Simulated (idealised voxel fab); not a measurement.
process module | voxel ribs on slabs
cross-section cut | 290 nm wide | cells 5 nm
A cross-section is a grid of square cells, given in bands from the top down. A band is one or more rows of cells.
Each band's line starts with the height of the band's top and of its bottom, in nm. Then come its materials from left to right, each with its width in nm. One material with "throughout" fills the band from edge to edge. "air" is empty space.
Height 0 is the level under which the wafer as received is all one material. The lowest band goes on downwards, as in "0 down".
A width such as "30 to 40" changes by the same amount from each row of cells to the next, from the band's top row to its bottom row.
"no change" after a step means that no cell of the cross-section changed.
closed voids: empty space of 8 cells or more with no open way to the top, each as width x height at its distance from the left edge, in nm
after a step's settings: what the simulator itself notes on the step
overlay nm, on a step with a mask: how far to the right of its planned place the mask lay; to the left if negative
plan
1 op RECEIVE | material Si
2 op DIRECTIONAL_DEP | material SiO2 | thk nm 30
3 op DIRECTIONAL_DEP | material polySi | thk nm 20
4 op MASKED_ETCH | tone cover | mask id RIB | width nm 25 | etch materials polySi | depth nm 5 | overlay nm 0
5 op PATTERN | tone cover | mask id SLAB | material resist | width nm 55 | thk nm 15 | overlay nm 0
6 op DIRECTIONAL_ETCH | etch materials polySi | depth nm 15
7 op STRIP | etch materials resist
8 op FILL_DEP | material SiO2 | thk nm 20
9 op CMP | height nm 60
10 op DIRECTIONAL_DEP | material W | thk nm 5
11 op MASKED_ETCH | tone cover | mask id HEATER | width nm 35 | etch materials W | depth nm 5 | overlay nm 0
12 op CONFORMAL_DEP | material SiN | thk nm 10
as received, after step 1
  0 down: Si throughout
  closed voids: none
a wafer at the end: this start, this plan, one mistake
  75 to 70: air 115 | SiN 55 | air 120
  70 to 65: SiN throughout
  65 to 60: SiN 125 | W 35 | SiN 130
  60 to 50: SiO2 throughout
  50 to 45: SiO2 115 | polySi 15 | SiO2 25 | polySi 15 | SiO2 120
  45 to 35: SiO2 115 | polySi 55 | SiO2 120
  35 to 30: polySi throughout
  30 to 0: SiO2 throughout
  0 down: Si throughout
  closed voids: none
what went wrong: step 4 ran as: op MASKED_ETCH | tone open | mask id RIB | width nm 25 | etch materials polySi | depth nm 5 | overlay nm 0
